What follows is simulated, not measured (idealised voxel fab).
Proc. module: voxel released beams
The cross-section shown here is cut; it is 225 nm wide and divided into square cells measuring 5 nm on a side.
Format of a cross-section: grid, square cells. Given as bands. Order: top down. Band: one or more rows of cells.
The band entry comprises the height of the band's top followed by the height of its bottom, expressed in nm, and subsequently the band's materials from left to right, each stated together with its width in nm. Where a single material is marked with the word "all across", that material fills the band from edge to edge. The word "air" represents empty space.
Height datum 0, below which the as-received substrate wafer is one material. Lowest band open at the bottom, running downward: "0..down".
The two numbers in a width such as "30 to 40" mark its ends across the band: the first belongs to the top row of cells, the second to the bottom row, and from each row to the next the width moves by the same amount.
"no modification" -> step changed no cross-section cell.
You'll see "Completely enclosed voids" listing empty spaces that have no way open to the top, as long as they're 8 cells or more; the notation is width x height at distance, where the distance is from the left edge, and all of it is in nm.
If you see something after the settings on a step's line, that's the simulator's own remark about that step.
You can add "overlay nm" to a step's line. For a step with a mask, it describes how far the mask lay to the right of its planned position, and a negative number describes a lay to the left.

### These are the steps we planned for the process
| 1 | RECEIVE [material Si] |
| 2 | CONFORMAL_DEP [material Al2O3] [thk nm 5] |
| 3 | DIRECTIONAL_DEP [material SiO2] [thk nm 15] |
| 4 | DIRECTIONAL_DEP [material aC] [thk nm 10] |
| 5 | PATTERN [tone open] [mask id ANCHOR] [material resist] [width nm 30] [thk nm 25] [overlay nm 0] |
| 6 | DIRECTIONAL_ETCH [etch materials aC] [depth nm 10] |
| 7 | STRIP [etch materials resist] |
| 8 | DIRECTIONAL_ETCH [etch materials SiO2] [depth nm 15] |
| 9 | STRIP [etch materials aC] |
| 10 | CONFORMAL_DEP [material W] [thk nm 10] |
| 11 | DIRECTIONAL_DEP [material aC] [thk nm 15] |
| 12 | PATTERN [tone cover] [mask id BEAM] [material resist] [width nm 95] [thk nm 30] [overlay nm 0] |
| 13 | DIRECTIONAL_ETCH [etch materials aC] [depth nm 15] |
| 14 | STRIP [etch materials resist] |
| 15 | DIRECTIONAL_ETCH [etch materials W] [depth nm 10] |
| 16 | STRIP [etch materials aC] |
| 17 | STRIP [etch materials SiO2] |

### As-received wafer cross-section (after step 1)
- 0..down = Si all across
- Completely enclosed voids: none

### a wafer at the end: this start, this plan, one mistake
- 30..20 = air: 70; W: 5; air: 10; W: 80; air: 60
- 20..15 = air: 65; W: 10; air: 10; W: 10; air: 130
- 15..5 = air: 65; W: 30; air: 130
- 5..0 = Al2O3 all across
- 0..down = Si all across
- Completely enclosed voids: none
Plan not followed: step 12 ran as: PATTERN [tone cover] [mask id BEAM] [material resist] [width nm 95] [thk nm 30] [overlay nm 10]
